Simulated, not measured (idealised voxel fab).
process module | voxel self aligned contacts
cross-section cut | 185 nm wide | cells 5 nm
A cross-section is a grid of square cells, given in bands from the top down. A band is one or more rows of cells.
Each band's line starts with the height of the band's top and of its bottom, in nm. Then come its materials from left to right, each with its width in nm. One material with "throughout" fills the band from edge to edge. "air" is empty space.
Height 0 is the level under which the wafer as received is all one material. The lowest band goes on downwards, as in "0 down".
A width such as "30 to 40" changes by the same amount from each row of cells to the next, from the band's top row to its bottom row.
"no change" after a step means that no cell of the cross-section changed.
closed voids: empty space of 8 cells or more with no open way to the top, each as width x height at its distance from the left edge, in nm
after a step's settings: what the simulator itself notes on the step
overlay nm, on a step with a mask: how far to the right of its planned place the mask lay; to the left if negative
plan
1 op RECEIVE | material Si
2 op OXIDIZE | depth nm 5
3 op DIRECTIONAL_DEP | material polySi | thk nm 25
4 op DIRECTIONAL_DEP | material SiN | thk nm 20
5 op MASKED_ETCH | tone cover | mask id GATE | width nm 35 | pitch nm 80 | etch materials SiN | depth nm 20 | overlay nm 0
6 op MASKED_ETCH | tone cover | mask id GATE | width nm 35 | pitch nm 80 | etch materials polySi | depth nm 25 | overlay nm 0
7 op CONFORMAL_DEP | material SiN | thk nm 10
8 op DIRECTIONAL_ETCH | etch materials SiN | depth nm 10
9 op FILL_DEP | material SiO2 | thk nm 20
10 op CMP | height nm 55
11 op PATTERN | tone open | mask id CONTACT | material resist | width nm 55 | thk nm 15 | overlay nm 0
12 op DIRECTIONAL_ETCH | etch materials SiO2 | depth nm 60
13 op STRIP | etch materials resist
14 op CONFORMAL_DEP | material TiN | thk nm 5
15 op FILL_DEP | material Ru | thk nm 10
16 op CMP | height nm 55
17 op CONFORMAL_DEP | material SiCN | thk nm 5
as received, after step 1
  0 down: Si throughout
  closed voids: none
first wafer at the end, as planned
  60 to 55: SiCN throughout
  55 to 45: SiO2 65 | TiN 5 to 20 | Ru 45 to 15 | TiN 5 to 20 | SiO2 65
  45 to 25: SiO2 25 | SiN 55 | TiN 5 | Ru 15 | TiN 5 | SiN 55 | SiO2 25
  25 to 0: SiO2 25 | SiN 10 | polySi 35 | SiN 10 | TiN 5 | Ru 15 | TiN 5 | SiN 10 | polySi 35 | SiN 10 | SiO2 25
  0 to -5: SiO2 80 | TiN 25 | SiO2 80
  -5 down: Si throughout
  closed voids: none
second wafer at the end: like start, like plan, one mistake
  60 to 55: SiCN throughout
  55 to 45: SiO2 65 | TiN 5 to 20 | Ru 45 to 15 | TiN 5 to 20 | SiO2 65
  45 to 30: SiO2 25 | SiN 55 | TiN 5 | Ru 15 | TiN 5 | SiN 55 | SiO2 25
  30 to 25: SiO2 25 | SiN 55 | TiN 5 | Ru 5 | TiN 15 | SiN 55 | SiO2 25
  25 to 0: SiO2 15 | SiN 10 | polySi 45 | SiN 10 | TiN 5 | Ru 5 | TiN 5 | SiN 10 | polySi 45 | SiN 10 | SiO2 25
  0 to -5: SiO2 80 | TiN 15 | SiO2 90
  -5 down: Si throughout
  closed voids: none
what went wrong: step 6 ran as: op MASKED_ETCH | tone cover | mask id GATE | width nm 35 | pitch nm 80 | etch materials polySi | depth nm 25 | overlay nm -10
at the end the second wafer has, in cells: 12 fewer of Ru | 8 fewer of SiO2 | 20 more of polySi
